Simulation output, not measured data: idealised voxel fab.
process module | voxel wiring stack
cross-section cut | 210 nm wide | cells 5 nm
A cross-section is a grid of square cells, given in bands from the top down. A band is one or more rows of cells.
Each band's line starts with the height of the band's top and of its bottom, in nm. Then come its materials from left to right, each with its width in nm. One material with "throughout" fills the band from edge to edge. "air" is empty space.
Height 0 is the level under which the wafer as received is all one material. The lowest band goes on downwards, as in "0 down".
A width such as "30 to 40" changes by the same amount from each row of cells to the next, from the band's top row to its bottom row.
"no change" after a step means that no cell of the cross-section changed.
closed voids: empty space of 8 cells or more with no open way to the top, each as width x height at its distance from the left edge, in nm
after a step's settings: what the simulator itself notes on the step
overlay nm, on a step with a mask: how far to the right of its planned place the mask lay; to the left if negative
plan
1 op RECEIVE | material Si
2 op CONFORMAL_DEP | material SiO2 | thk nm 10
3 op DIRECTIONAL_DEP | material TiN | thk nm 5
4 op DIRECTIONAL_DEP | material W | thk nm 15
5 op PATTERN | tone cover | mask id METAL_1 | material resist | width nm 30 | pitch nm 60 | thk nm 15 | overlay nm 0
6 op DIRECTIONAL_ETCH | etch materials W | depth nm 15
7 op DIRECTIONAL_ETCH | etch materials TiN | depth nm 5
8 op STRIP | etch materials resist
9 op FILL_DEP | material SiO2 | thk nm 5
10 op CMP | height nm 30
11 op CONFORMAL_DEP | material SiCN | thk nm 5
12 op DIRECTIONAL_DEP | material SiO2 | thk nm 10
13 op DIRECTIONAL_DEP | material aC | thk nm 10
14 op PATTERN | tone open | mask id PLUG_1 | material resist | width nm 15 | pitch nm 60 | thk nm 25 | overlay nm 0
15 op DIRECTIONAL_ETCH | etch materials aC | depth nm 10
16 op STRIP | etch materials resist
17 op DIRECTIONAL_ETCH | etch materials SiO2 | depth nm 10
18 op DIRECTIONAL_ETCH | etch materials SiCN | depth nm 5
19 op STRIP | etch materials aC
20 op EPI | material Ru | thk nm 10
21 op EPI | material Ru | thk nm 5
22 op CONFORMAL_DEP | material SiN | thk nm 5
23 op DIRECTIONAL_DEP | material SiO2 | thk nm 15
24 op DIRECTIONAL_DEP | material aC | thk nm 15
25 op PATTERN | tone open | mask id METAL_2 | material resist | width nm 30 | pitch nm 60 | thk nm 30 | overlay nm 0
26 op DIRECTIONAL_ETCH | etch materials aC | depth nm 15
27 op STRIP | etch materials resist
28 op DIRECTIONAL_ETCH | etch materials SiO2 | depth nm 15
29 op DIRECTIONAL_ETCH | etch materials SiN | depth nm 5
30 op STRIP | etch materials aC
31 op CONFORMAL_DEP | material TiN | thk nm 5
32 op FILL_DEP | material W | thk nm 10
33 op CMP | height nm 65
34 op CONFORMAL_DEP | material SiCN | thk nm 5
35 op DIRECTIONAL_DEP | material lowk | thk nm 15
36 op DIRECTIONAL_DEP | material aC | thk nm 10
37 op PATTERN | tone open | mask id PLUG_2 | material resist | width nm 15 | pitch nm 60 | thk nm 25 | overlay nm 0
38 op DIRECTIONAL_ETCH | etch materials aC | depth nm 10
39 op STRIP | etch materials resist
40 op DIRECTIONAL_ETCH | etch materials lowk | depth nm 15
41 op DIRECTIONAL_ETCH | etch materials SiCN | depth nm 5
42 op STRIP | etch materials aC
43 op EPI | material Ru | thk nm 10
44 op EPI | material Ru | thk nm 10
45 op DIRECTIONAL_DEP | material TiN | thk nm 5
46 op DIRECTIONAL_DEP | material Ru | thk nm 15
47 op DIRECTIONAL_DEP | material aC | thk nm 10
48 op PATTERN | tone cover | mask id METAL_3 | material resist | width nm 30 | pitch nm 60 | thk nm 25 | overlay nm 0
49 op DIRECTIONAL_ETCH | etch materials aC | depth nm 10
50 op STRIP | etch materials resist
51 op DIRECTIONAL_ETCH | etch materials Ru | depth nm 15
52 op DIRECTIONAL_ETCH | etch materials TiN | depth nm 5
53 op STRIP | etch materials aC
54 op FILL_DEP | material lowk | thk nm 5
55 op CMP | height nm 105
56 op CONFORMAL_DEP | material SiCN | thk nm 5
57 op DIRECTIONAL_DEP | material SiO2 | thk nm 20
58 op MASKED_ETCH | tone open | mask id PLUG_3 | width nm 15 | pitch nm 120 | etch materials SiO2 | depth nm 20 | overlay nm 0
59 op MASKED_ETCH | tone open | mask id PLUG_3 | width nm 15 | pitch nm 120 | etch materials SiCN | depth nm 5 | overlay nm 0
60 op CONFORMAL_DEP | material TiN | thk nm 5
61 op FILL_DEP | material Cu | thk nm 5
62 op CMP | height nm 130
63 op DIRECTIONAL_DEP | material TiN | thk nm 5
64 op DIRECTIONAL_DEP | material W | thk nm 15
65 op PATTERN | tone cover | mask id METAL_4 | material resist | width nm 30 | pitch nm 60 | thk nm 15 | overlay nm 0
66 op DIRECTIONAL_ETCH | etch materials W | depth nm 15
67 op DIRECTIONAL_ETCH | etch materials TiN | depth nm 5
68 op STRIP | etch materials resist
69 op FILL_DEP | material lowk | thk nm 10
70 op CMP | height nm 150
71 op CONFORMAL_DEP | material SiCN | thk nm 5
as received, after step 1
  0 down: Si throughout
  closed voids: none
a wafer at the end: this start, this plan, one mistake
  155 to 150: SiCN throughout
  150 to 135: lowk 30 | W 30 | lowk 30 | W 30 | lowk 30 | W 30 | lowk 30
  135 to 130: lowk 30 | TiN 30 | lowk 30 | TiN 30 | lowk 30 | TiN 30 | lowk 30
  130 to 110: SiO2 30 | TiN 5 | Cu 5 | TiN 5 | SiO2 105 | TiN 5 | Cu 5 | TiN 5 | SiO2 45
  110 to 105: SiCN 30 | TiN 15 | SiCN 105 | TiN 15 | SiCN 45
  105 to 90: lowk 30 | Ru 30 | lowk 30 | Ru 30 | lowk 30 | Ru 30 | lowk 30
  90 to 85: lowk 30 | TiN 30 | lowk 30 | TiN 30 | lowk 30 | TiN 30 | lowk 30
  85 to 70: lowk 30 | Ru 15 | lowk 45 | Ru 15 | lowk 45 | Ru 15 | lowk 45
  70 to 65: SiCN 30 | Ru 15 | SiCN 45 | Ru 15 | SiCN 45 | Ru 15 | SiCN 45
  65 to 50: SiO2 30 | TiN 5 | W 20 | TiN 5 | SiO2 30 | TiN 5 | W 20 | TiN 5 | SiO2 30 | TiN 5 | W 20 | TiN 5 | SiO2 30
  50 to 45: SiN 30 | TiN 30 | SiN 30 | TiN 30 | SiN 30 | TiN 30 | SiN 30
  45 to 35: SiO2 30 | Ru 15 | SiO2 45 | Ru 15 | SiO2 45 | Ru 15 | SiO2 45
  35 to 30: SiCN 30 | Ru 15 | SiCN 45 | Ru 15 | SiCN 45 | Ru 15 | SiCN 45
  30 to 15: SiO2 25 | W 30 | SiO2 30 | W 30 | SiO2 30 | W 30 | SiO2 35
  15 to 10: SiO2 25 | TiN 30 | SiO2 30 | TiN 30 | SiO2 30 | TiN 30 | SiO2 35
  10 to 0: SiO2 throughout
  0 down: Si throughout
  closed voids: none
what went wrong: step 5 ran as: op PATTERN | tone cover | mask id METAL_1 | material resist | width nm 30 | pitch nm 60 | thk nm 15 | overlay nm -5
